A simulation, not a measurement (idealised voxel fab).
process module | voxel self aligned contacts
cross-section cut | 145 nm wide | cells 5 nm
A cross-section is a grid of square cells, given in bands from the top down. A band is one or more rows of cells.
Each band's line starts with the height of the band's top and of its bottom, in nm. Then come its materials from left to right, each with its width in nm. One material with "throughout" fills the band from edge to edge. "air" is empty space.
Height 0 is the level under which the wafer as received is all one material. The lowest band goes on downwards, as in "0 down".
A width such as "30 to 40" changes by the same amount from each row of cells to the next, from the band's top row to its bottom row.
"no change" after a step means that no cell of the cross-section changed.
closed voids: empty space of 8 cells or more with no open way to the top, each as width x height at its distance from the left edge, in nm
after a step's settings: what the simulator itself notes on the step
overlay nm, on a step with a mask: how far to the right of its planned place the mask lay; to the left if negative
plan
1 op RECEIVE | material Si
2 op CONFORMAL_DEP | material SiO2 | thk nm 5
3 op DIRECTIONAL_DEP | material polySi | thk nm 30
4 op DIRECTIONAL_DEP | material SiN | thk nm 20
5 op DIRECTIONAL_DEP | material aC | thk nm 15
6 op PATTERN | tone cover | mask id GATE | material resist | width nm 30 | pitch nm 55 | thk nm 30 | overlay nm 0
7 op DIRECTIONAL_ETCH | etch materials aC | depth nm 15
8 op STRIP | etch materials resist
9 op DIRECTIONAL_ETCH | etch materials SiN | depth nm 20
10 op DIRECTIONAL_ETCH | etch materials polySi | depth nm 30
11 op STRIP | etch materials aC
12 op CONFORMAL_DEP | material SiN | thk nm 5
13 op DIRECTIONAL_ETCH | etch materials SiN | depth nm 5
14 op FILL_DEP | material SiO2 | thk nm 10
15 op CMP | height nm 60
16 op MASKED_ETCH | tone open | mask id CONTACT | width nm 35 | etch materials SiO2 | depth nm 50 | overlay nm 0
17 op CONFORMAL_DEP | material TiN | thk nm 5
18 op FILL_DEP | material W | thk nm 10
19 op CMP | height nm 60
20 op CONFORMAL_DEP | material SiN | thk nm 5
varied across the wafers: depth nm of step 16. The plan shows the first wafer's value. All wafers start alike
first wafer as received, after step 1
  0 down: Si throughout
  closed voids: none
first wafer at the end, after step 20
  65 to 60: SiN throughout
  60 to 55: SiO2 55 | TiN 15 | W 5 | TiN 15 | SiO2 55
  55 to 35: SiO2 25 | SiN 40 | TiN 5 | W 5 | TiN 5 | SiN 40 | SiO2 25
  35 to 15: SiO2 25 | SiN 5 | polySi 30 | SiN 5 | TiN 5 | W 5 | TiN 5 | SiN 5 | polySi 30 | SiN 5 | SiO2 25
  15 to 10: SiO2 25 | SiN 5 | polySi 30 | SiN 5 | TiN 15 | SiN 5 | polySi 30 | SiN 5 | SiO2 25
  10 to 5: SiO2 25 | SiN 5 | polySi 30 | SiN 5 | SiO2 15 | SiN 5 | polySi 30 | SiN 5 | SiO2 25
  5 to 0: SiO2 throughout
  0 down: Si throughout
  closed voids: none
last wafer at the end
  65 to 60: SiN throughout
  60 to 55: SiO2 55 | TiN 15 | W 5 | TiN 15 | SiO2 55
  55 to 35: SiO2 25 | SiN 40 | TiN 5 | W 5 | TiN 5 | SiN 40 | SiO2 25
  35 to 5: SiO2 25 | SiN 5 | polySi 30 | SiN 5 | TiN 5 | W 5 | TiN 5 | SiN 5 | polySi 30 | SiN 5 | SiO2 25
  5 to 0: SiO2 65 | TiN 15 | SiO2 65
  0 down: Si throughout
  closed voids: none
each wafer at the end: cells of each material gained (+) or lost (-) since it was received, then its closed voids
depth nm 50 | +117 SiN | +154 SiO2 | +25 TiN | +9 W | +72 polySi | closed voids: none
depth nm 55 | +117 SiN | +151 SiO2 | +27 TiN | +10 W | +72 polySi | closed voids: none
depth nm 60 | +117 SiN | +148 SiO2 | +29 TiN | +11 W | +72 polySi | closed voids: none
depth nm 65 | +117 SiN | +148 SiO2 | +29 TiN | +11 W | +72 polySi | closed voids: none
depth nm 70 | +117 SiN | +148 SiO2 | +29 TiN | +11 W | +72 polySi | closed voids: none
depth nm 75 | +117 SiN | +148 SiO2 | +29 TiN | +11 W | +72 polySi | closed voids: none
